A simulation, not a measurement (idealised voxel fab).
Process module, titled voxel plated lines
cross-section cut | 265 nm wide | cells 5 nm
A cross-section is a grid of square cells, given in bands from the top down. A band is one or more rows of cells. What a band's entry tells you: where the top is and where the bottom is, as heights in nm, and after that what lies inside, material by material from left to right, each with its width in nm. Empty space is written as the word "air", and a single material marked with the word "full width" occupies the band from edge to edge. Height 0 is the level under which the wafer as received is all one material. The lowest band goes on downwards, as in "0 -> down". A width such as "30..40" changes by the same amount from each row of cells to the next, from the band's top row to its bottom row. Basically "no change" means that step didn't change any cell in the cross-section. Empty spaces counting at least 8 cells and having no open way to the top are listed in "Enclosed internal cavities". The notation width x height at distance is used for each, the distance being from the left edge and all three values in nm. Anything after a step's settings on that line? It's the simulator's own note about the step. "overlay nm", when on a step's line for a step with a mask, measures how far to the right of its planned place the mask lay; a negative measure means to the left.
# Set out below are the planned steps of the process
1) RECEIVE: material Si
2) CONFORMAL_DEP: material SiO2, thk nm 5
3) DIRECTIONAL_DEP: material TiN, thk nm 5
4) PATTERN: tone open, mask id LINES, material resist, width nm 15, pitch nm 40, thk nm 25, overlay nm 0
5) EPI: material Ru, thk nm 5
6) EPI: material Ru, thk nm 5
7) STRIP: etch materials resist
8) DIRECTIONAL_ETCH: etch materials TiN, depth nm 5
9) CONFORMAL_DEP: material SiCN, thk nm 10
# as received, after step 1
0 -> down  Si full width
Enclosed internal cavities: none
# Post-module cross-section: identical start and plan to those above, one misstep in execution
20 -> 10  105 of air  15 of Ru  25 of air  15 of Ru  105 of air
10 -> 5  105 of air  15 of TiN  25 of air  15 of TiN  105 of air
5 -> 0  SiO2 full width
0 -> down  Si full width
Enclosed internal cavities: none
Run error: step 9 of the plan got skipped, so it never ran
